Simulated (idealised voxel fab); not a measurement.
voxel double patterning: a process module
Xsec cut, 275 nm wide, square cell size 5 nm.
When this document writes out a cross-section, it uses a grid of square cells and lists it as bands, beginning at the top and moving down, with a band standing for one or more rows of cells.
It is stipulated that each band's entry specify, in nanometres, the height of the top of the band and then that of its bottom, followed by the materials of the band in left-to-right sequence, each together with its width in nanometres. A single material marked by the word "all across" is understood to fill the band from edge to edge; the word "blank" is understood to denote empty space.
Heights are reckoned from 0. Under this level, the received wafer is all of one material. The bottommost band is open-ended downward, for example "0 and below".
Quick explanation for "30->40": the width changes in equal steps down the rows of cells, from the first number in the band's top row to the second number in its bottom row.
Reading "changes: none" for a step: not a cell of the cross-section changed in it.
Closed-off voids of 8+ cells (no open route to the top) go in "Closed void entries", written width x height at distance from the left edge, in nm.
On a step's line, text after the settings is the simulator commenting on that step.
"overlay nm" answers the question of how far to the right of plan the mask lay on a step that has a mask, and when it is negative the answer is to the left.

[Listed below are the process steps as planned]
1: RECEIVE, material Si
2: CONFORMAL_DEP, material SiO2, thk nm 10
3: DIRECTIONAL_DEP, material polySi, thk nm 15
4: DIRECTIONAL_DEP, material SiCN, thk nm 5
5: MASKED_ETCH, tone open, mask id FIRST, width nm 15, pitch nm 50, etch materials SiCN, depth nm 5, overlay nm 0
6: DIRECTIONAL_DEP, material aC, thk nm 10
7: PATTERN, tone open, mask id SECOND, material resist, width nm 15, pitch nm 50, thk nm 25, overlay nm 0
8: DIRECTIONAL_ETCH, etch materials aC, depth nm 10
9: STRIP, etch materials resist
10: DIRECTIONAL_ETCH, etch materials SiCN, depth nm 5
11: STRIP, etch materials aC
12: DIRECTIONAL_ETCH, etch materials polySi, depth nm 15
13: STRIP, etch materials SiCN

[Here's what the wafer looked like in cross-section when it arrived - that's after step 1]
0 and below | Si all across
Closed void entries: none

[The first of two wafers, cross-sectioned at the end of the module, with the run proceeding as planned]
25 down to 10 | 80 nm polySi, then 15 nm blank, then 10 nm polySi, then 15 nm blank, then 10 nm polySi, then 15 nm blank, then 10 nm polySi, then 15 nm blank, then 10 nm polySi, then 15 nm blank, then 80 nm polySi
10 down to 0 | SiO2 all across
0 and below | Si all across
Closed void entries: none

[Cross-sectional view of the second of two wafers upon completion of the module. This wafer shared its starting condition and process plan with the first; one error was made during its execution]
25 down to 10 | 80 nm polySi, then 20 nm blank, then 5 nm polySi, then 15 nm blank, then 10 nm polySi, then 20 nm blank, then 5 nm polySi, then 15 nm blank, then 10 nm polySi, then 20 nm blank, then 75 nm polySi
10 down to 0 | SiO2 all across
0 and below | Si all across
Closed void entries: none
So what did we get wrong on this run? in deviation from the planned setting, step 5 was conducted as MASKED_ETCH, tone open, mask id FIRST, width nm 20, pitch nm 50, etch materials SiCN, depth nm 5, overlay nm 0
The final cell counts differ between the wafers, with the second having more or fewer of some materials than the first: 9 fewer of polySi
